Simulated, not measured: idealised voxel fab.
process module | voxel fin reveal
cross-section cut | 155 nm wide | cells 5 nm
A cross-section is a grid of square cells, given in bands from the top down. A band is one or more rows of cells.
Each band's line starts with the height of the band's top and of its bottom, in nm. Then come its materials from left to right, each with its width in nm. One material with "throughout" fills the band from edge to edge. "air" is empty space.
Height 0 is the level under which the wafer as received is all one material. The lowest band goes on downwards, as in "0 down".
A width such as "30 to 40" changes by the same amount from each row of cells to the next, from the band's top row to its bottom row.
"no change" after a step means that no cell of the cross-section changed.
closed voids: empty space of 8 cells or more with no open way to the top, each as width x height at its distance from the left edge, in nm
after a step's settings: what the simulator itself notes on the step
overlay nm, on a step with a mask: how far to the right of its planned place the mask lay; to the left if negative
plan
1 op RECEIVE | material Si
2 op CONFORMAL_DEP | material SiN | thk nm 5
3 op MASKED_ETCH | tone cover | mask id FINS | width nm 15 | pitch nm 40 | etch materials SiN | depth nm 5 | overlay nm 0
4 op MASKED_ETCH | tone cover | mask id FINS | width nm 15 | pitch nm 40 | etch materials Si | depth nm 35 | overlay nm 0
5 op OXIDIZE | depth nm 5
6 op FILL_DEP | material SiO2 | thk nm 10
7 op CMP | height nm 5
8 op SELECTIVE_ETCH | etch materials SiO2 | depth nm 20
9 op STRIP | etch materials SiN
varied across the wafers: depth nm of step 8. The plan shows the first wafer's value. All wafers start alike
first wafer as received, after step 1
  0 down: Si throughout
  closed voids: none
first wafer at the end, after step 9
  0 to -15: air 35 | Si 5 | air 35 | Si 5 | air 35 | Si 5 | air 35
  -15 to -40: SiO2 35 | Si 5 | SiO2 35 | Si 5 | SiO2 35 | Si 5 | SiO2 35
  -40 down: Si throughout
  closed voids: none
last wafer at the end
  0 to -40: air 35 | Si 5 | air 35 | Si 5 | air 35 | Si 5 | air 35
  -40 down: Si throughout
  closed voids: none
each wafer at the end: cells of each material gained (+) or lost (-) since it was received, then its closed voids
depth nm 20 | -224 Si | +140 SiO2 | closed voids: none
depth nm 25 | -224 Si | +112 SiO2 | closed voids: none
depth nm 30 | -224 Si | +84 SiO2 | closed voids: none
depth nm 35 | -224 Si | +56 SiO2 | closed voids: none
depth nm 40 | -224 Si | +28 SiO2 | closed voids: none
depth nm 45 | -224 Si | closed voids: none
